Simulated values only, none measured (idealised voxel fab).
process module | voxel wiring stack
cross-section cut | 220 nm wide | cells 5 nm
A cross-section is a grid of square cells, given in bands from the top down. A band is one or more rows of cells.
Each band's line starts with the height of the band's top and of its bottom, in nm. Then come its materials from left to right, each with its width in nm. One material with "throughout" fills the band from edge to edge. "air" is empty space.
Height 0 is the level under which the wafer as received is all one material. The lowest band goes on downwards, as in "0 down".
A width such as "30 to 40" changes by the same amount from each row of cells to the next, from the band's top row to its bottom row.
"no change" after a step means that no cell of the cross-section changed.
closed voids: empty space of 8 cells or more with no open way to the top, each as width x height at its distance from the left edge, in nm
after a step's settings: what the simulator itself notes on the step
overlay nm, on a step with a mask: how far to the right of its planned place the mask lay; to the left if negative
plan
1 op RECEIVE | material Si
2 op CONFORMAL_DEP | material SiO2 | thk nm 15
3 op CONFORMAL_DEP | material SiN | thk nm 5
4 op DIRECTIONAL_DEP | material SiO2 | thk nm 25
5 op MASKED_ETCH | tone open | mask id METAL_1 | width nm 25 | pitch nm 45 | etch materials SiO2 | depth nm 25 | overlay nm 0
6 op MASKED_ETCH | tone open | mask id METAL_1 | width nm 25 | pitch nm 45 | etch materials SiN | depth nm 5 | overlay nm 0
7 op CONFORMAL_DEP | material TiN | thk nm 5
8 op FILL_DEP | material Cu | thk nm 10
9 op CMP | height nm 45
10 op CONFORMAL_DEP | material SiCN | thk nm 5
11 op DIRECTIONAL_DEP | material SiO2 | thk nm 15
12 op MASKED_ETCH | tone open | mask id PLUG_1 | width nm 15 | pitch nm 45 | etch materials SiO2 | depth nm 15 | overlay nm 0
13 op MASKED_ETCH | tone open | mask id PLUG_1 | width nm 15 | pitch nm 45 | etch materials SiCN | depth nm 5 | overlay nm 0
14 op EPI | material Ru | thk nm 10
15 op EPI | material Ru | thk nm 10
16 op CONFORMAL_DEP | material SiN | thk nm 5
17 op DIRECTIONAL_DEP | material lowk | thk nm 20
18 op PATTERN | tone open | mask id METAL_2 | material resist | width nm 25 | pitch nm 45 | thk nm 20 | overlay nm 0
19 op DIRECTIONAL_ETCH | etch materials lowk | depth nm 20
20 op DIRECTIONAL_ETCH | etch materials SiN | depth nm 5
21 op STRIP | etch materials resist
22 op CONFORMAL_DEP | material TiN | thk nm 5
23 op FILL_DEP | material Cu | thk nm 10
24 op CMP | height nm 90
25 op CONFORMAL_DEP | material SiCN | thk nm 5
26 op DIRECTIONAL_DEP | material SiO2 | thk nm 30
27 op MASKED_ETCH | tone open | mask id METAL_3_HOLES | width nm 15 | pitch nm 45 | etch materials SiO2 | depth nm 30 | overlay nm 0
28 op MASKED_ETCH | tone open | mask id METAL_3 | width nm 25 | pitch nm 45 | etch materials SiO2 | depth nm 20 | overlay nm 0
29 op MASKED_ETCH | tone open | mask id METAL_3 | width nm 25 | pitch nm 45 | etch materials SiCN | depth nm 5 | overlay nm 0
30 op CONFORMAL_DEP | material TiN | thk nm 5
31 op FILL_DEP | material Cu | thk nm 10
32 op CMP | height nm 125
33 op CONFORMAL_DEP | material SiCN | thk nm 5
34 op DIRECTIONAL_DEP | material lowk | thk nm 25
35 op MASKED_ETCH | tone open | mask id METAL_4_HOLES | width nm 15 | pitch nm 90 | etch materials lowk | depth nm 25 | overlay nm 0
36 op PATTERN | tone open | mask id METAL_4 | material resist | width nm 25 | pitch nm 45 | thk nm 20 | overlay nm 0
37 op DIRECTIONAL_ETCH | etch materials lowk | depth nm 15
38 op DIRECTIONAL_ETCH | etch materials SiCN | depth nm 5
39 op STRIP | etch materials resist
40 op CONFORMAL_DEP | material TiN | thk nm 5
41 op FILL_DEP | material Cu | thk nm 10
42 op CMP | height nm 155
43 op CONFORMAL_DEP | material SiCN | thk nm 5
as received, after step 1
  0 down: Si throughout
  closed voids: none
first wafer at the end, as planned
  160 to 155: SiCN throughout
  155 to 145: lowk 50 | TiN 5 | Cu 15 | TiN 5 | lowk 20 | TiN 5 | Cu 15 | TiN 5 | lowk 20 | TiN 5 | Cu 15 | TiN 5 | lowk 55
  145 to 140: lowk 50 | TiN 5 | Cu 5 | TiN 15 | lowk 20 | TiN 25 | lowk 20 | TiN 5 | Cu 5 | TiN 15 | lowk 55
  140 to 130: lowk 50 | TiN 5 | Cu 5 | TiN 5 | lowk 75 | TiN 5 | Cu 5 | TiN 5 | lowk 65
  130 to 125: SiCN 50 | TiN 15 | SiCN 75 | TiN 15 | SiCN 65
  125 to 110: SiO2 50 | TiN 5 | Cu 15 | TiN 5 | SiO2 20 | TiN 5 | Cu 15 | TiN 5 | SiO2 20 | TiN 5 | Cu 15 | TiN 5 | SiO2 55
  110 to 105: SiO2 50 | TiN 5 | Cu 5 | TiN 15 | SiO2 20 | TiN 5 | Cu 5 | TiN 15 | SiO2 20 | TiN 5 | Cu 5 | TiN 15 | SiO2 55
  105 to 95: SiO2 50 | TiN 5 | Cu 5 | TiN 5 | SiO2 30 | TiN 5 | Cu 5 | TiN 5 | SiO2 30 | TiN 5 | Cu 5 | TiN 5 | SiO2 65
  95 to 90: SiCN 50 | TiN 15 | SiCN 30 | TiN 15 | SiCN 30 | TiN 15 | SiCN 65
  90 to 70: lowk 50 | TiN 5 | Cu 15 | TiN 5 | lowk 20 | TiN 5 | Cu 15 | TiN 5 | lowk 20 | TiN 5 | Cu 15 | TiN 5 | lowk 55
  70 to 65: SiN 50 | TiN 25 | SiN 20 | TiN 25 | SiN 20 | TiN 25 | SiN 55
  65 to 50: SiO2 50 | Ru 15 | SiO2 30 | Ru 15 | SiO2 30 | Ru 15 | SiO2 65
  50 to 45: SiCN 50 | Ru 15 | SiCN 30 | Ru 15 | SiCN 30 | Ru 15 | SiCN 65
  45 to 20: SiO2 50 | TiN 5 | Cu 15 | TiN 5 | SiO2 20 | TiN 5 | Cu 15 | TiN 5 | SiO2 20 | TiN 5 | Cu 15 | TiN 5 | SiO2 55
  20 to 15: SiN 50 | TiN 25 | SiN 20 | TiN 25 | SiN 20 | TiN 25 | SiN 55
  15 to 0: SiO2 throughout
  0 down: Si throughout
  closed voids: none
second wafer at the end: like start, like plan, one mistake
  160 to 155: SiCN throughout
  155 to 145: lowk 50 | TiN 5 | Cu 15 | TiN 5 | lowk 20 | TiN 5 | Cu 15 | TiN 5 | lowk 20 | TiN 5 | Cu 15 | TiN 5 | lowk 55
  145 to 140: lowk 50 | TiN 5 | Cu 5 | TiN 15 | lowk 20 | TiN 25 | lowk 20 | TiN 5 | Cu 5 | TiN 15 | lowk 55
  140 to 130: lowk 50 | TiN 5 | Cu 5 | TiN 5 | lowk 75 | TiN 5 | Cu 5 | TiN 5 | lowk 65
  130 to 125: SiCN 50 | TiN 15 | SiCN 75 | TiN 15 | SiCN 65
  125 to 110: SiO2 50 | TiN 5 | Cu 15 | TiN 5 | SiO2 20 | TiN 5 | Cu 15 | TiN 5 | SiO2 20 | TiN 5 | Cu 15 | TiN 5 | SiO2 55
  110 to 105: SiO2 50 | TiN 5 | Cu 5 | TiN 15 | SiO2 20 | TiN 5 | Cu 5 | TiN 15 | SiO2 20 | TiN 5 | Cu 5 | TiN 15 | SiO2 55
  105 to 95: SiO2 50 | TiN 5 | Cu 5 | TiN 5 | SiO2 30 | TiN 5 | Cu 5 | TiN 5 | SiO2 30 | TiN 5 | Cu 5 | TiN 5 | SiO2 65
  95 to 90: SiCN 50 | TiN 15 | SiCN 30 | TiN 15 | SiCN 30 | TiN 15 | SiCN 65
  90 to 85: TiN 55 | Cu 15 | TiN 30 | Cu 15 | TiN 30 | Cu 15 | TiN 60
  85 to 70: lowk 50 | TiN 5 | Cu 15 | TiN 5 | lowk 20 | TiN 5 | Cu 15 | TiN 5 | lowk 20 | TiN 5 | Cu 15 | TiN 5 | lowk 55
  70 to 65: lowk 50 | TiN 25 | lowk 20 | TiN 25 | lowk 20 | TiN 25 | lowk 55
  65 to 50: SiO2 50 | Ru 15 | SiO2 30 | Ru 15 | SiO2 30 | Ru 15 | SiO2 65
  50 to 45: SiCN 50 | Ru 15 | SiCN 30 | Ru 15 | SiCN 30 | Ru 15 | SiCN 65
  45 to 20: SiO2 50 | TiN 5 | Cu 15 | TiN 5 | SiO2 20 | TiN 5 | Cu 15 | TiN 5 | SiO2 20 | TiN 5 | Cu 15 | TiN 5 | SiO2 55
  20 to 15: SiN 50 | TiN 25 | SiN 20 | TiN 25 | SiN 20 | TiN 25 | SiN 55
  15 to 0: SiO2 throughout
  0 down: Si throughout
  closed voids: none
what went wrong: step 16 was left out
at the end the second wafer has, in cells: 29 fewer of SiN | 29 more of TiN
